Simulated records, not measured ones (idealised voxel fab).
process module | voxel quadruple lines
cross-section cut | 280 nm wide | cells 5 nm
A cross-section is a grid of square cells, given in bands from the top down. A band is one or more rows of cells.
Each band's line starts with the height of the band's top and of its bottom, in nm. Then come its materials from left to right, each with its width in nm. One material with "throughout" fills the band from edge to edge. "air" is empty space.
Height 0 is the level under which the wafer as received is all one material. The lowest band goes on downwards, as in "0 down".
A width such as "30 to 40" changes by the same amount from each row of cells to the next, from the band's top row to its bottom row.
"no change" after a step means that no cell of the cross-section changed.
closed voids: empty space of 8 cells or more with no open way to the top, each as width x height at its distance from the left edge, in nm
after a step's settings: what the simulator itself notes on the step
overlay nm, on a step with a mask: how far to the right of its planned place the mask lay; to the left if negative
plan
1 op RECEIVE | material Si
2 op CONFORMAL_DEP | material SiO2 | thk nm 5
3 op DIRECTIONAL_DEP | material W | thk nm 10
4 op DIRECTIONAL_DEP | material polySi | thk nm 15
5 op DIRECTIONAL_DEP | material aC | thk nm 25
6 op PATTERN | tone cover | mask id MANDREL | material resist | width nm 30 | thk nm 35 | overlay nm 0
7 op DIRECTIONAL_ETCH | etch materials aC | depth nm 25
8 op STRIP | etch materials resist
9 op CONFORMAL_DEP | material SiO2 | thk nm 10
10 op DIRECTIONAL_ETCH | etch materials SiO2 | depth nm 10
11 op STRIP | etch materials aC
12 op DIRECTIONAL_ETCH | etch materials polySi | depth nm 15
13 op STRIP | etch materials SiO2
14 op CONFORMAL_DEP | material SiN | thk nm 10
15 op DIRECTIONAL_ETCH | etch materials SiN | depth nm 10
16 op STRIP | etch materials polySi
17 op DIRECTIONAL_ETCH | etch materials W | depth nm 10
18 op STRIP | etch materials SiN
first wafer, as planned
as received, after step 1
  0 down: Si throughout
  closed voids: none
after step 2
  5 to 0: SiO2 throughout
  below 0: unchanged
after step 3
  15 to 5: W throughout
  below 5: unchanged
after step 4
  30 to 15: polySi throughout
  below 15: unchanged
after step 5
  55 to 30: aC throughout
  below 30: unchanged
after step 6
  90 to 55: air 125 | resist 30 | air 125
  below 55: unchanged
after step 7
  65 to 55: air 125 | resist 30 | air 125
  55 to 30: air 125 | aC 30 | air 125
  below 30: unchanged
after step 8
  55 to 30: air 125 | aC 30 | air 125
  below 30: unchanged
after step 9
  65 to 55: air 115 | SiO2 50 | air 115
  55 to 40: air 115 | SiO2 10 | aC 30 | SiO2 10 | air 115
  40 to 30: SiO2 125 | aC 30 | SiO2 125
  below 30: unchanged
after step 10
  55 to 30: air 115 | SiO2 10 | aC 30 | SiO2 10 | air 115
  below 30: unchanged
after step 11
  55 to 30: air 115 | SiO2 10 | air 30 | SiO2 10 | air 115
  below 30: unchanged
after step 12
  55 to 30: air 115 | SiO2 10 | air 30 | SiO2 10 | air 115
  30 to 15: air 115 | polySi 10 | air 30 | polySi 10 | air 115
  below 15: unchanged
after step 13
  30 to 15: air 115 | polySi 10 | air 30 | polySi 10 | air 115
  below 15: unchanged
after step 14
  40 to 30: air 105 | SiN 30 | air 10 | SiN 30 | air 105
  30 to 25: air 105 | SiN 10 | polySi 10 | SiN 10 | air 10 | SiN 10 | polySi 10 | SiN 10 | air 105
  25 to 15: SiN 115 | polySi 10 | SiN 30 | polySi 10 | SiN 115
  below 15: unchanged
after step 15
  30 to 15: air 105 | SiN 10 | polySi 10 | SiN 10 | air 10 | SiN 10 | polySi 10 | SiN 10 | air 105
  below 15: unchanged
after step 16
  30 to 15: air 105 | SiN 10 | air 10 | SiN 10 | air 10 | SiN 10 | air 10 | SiN 10 | air 105
  below 15: unchanged
after step 17
  30 to 15: air 105 | SiN 10 | air 10 | SiN 10 | air 10 | SiN 10 | air 10 | SiN 10 | air 105
  15 to 5: air 105 | W 10 | air 10 | W 10 | air 10 | W 10 | air 10 | W 10 | air 105
  below 5: unchanged
after step 18
  15 to 5: air 105 | W 10 | air 10 | W 10 | air 10 | W 10 | air 10 | W 10 | air 105
  below 5: unchanged
second wafer: like start, like plan, one mistake. Through step 15 it matches the first wafer
when step 16 should have ended
  30 to 15: air 105 | SiN 10 | polySi 10 | SiN 10 | air 10 | SiN 10 | polySi 10 | SiN 10 | air 105
  15 to 5: air 105 | W 30 | air 10 | W 30 | air 105
  below 5: unchanged
when step 17 should have ended
  30 to 15: air 105 | SiN 10 | air 10 | SiN 10 | air 10 | SiN 10 | air 10 | SiN 10 | air 105
  below 15: unchanged
when step 18 should have ended
  15 to 5: air 105 | W 30 | air 10 | W 30 | air 105
  below 5: unchanged
what went wrong: steps 16 and 17 were swapped
at the end the second wafer has, in cells: 8 more of W
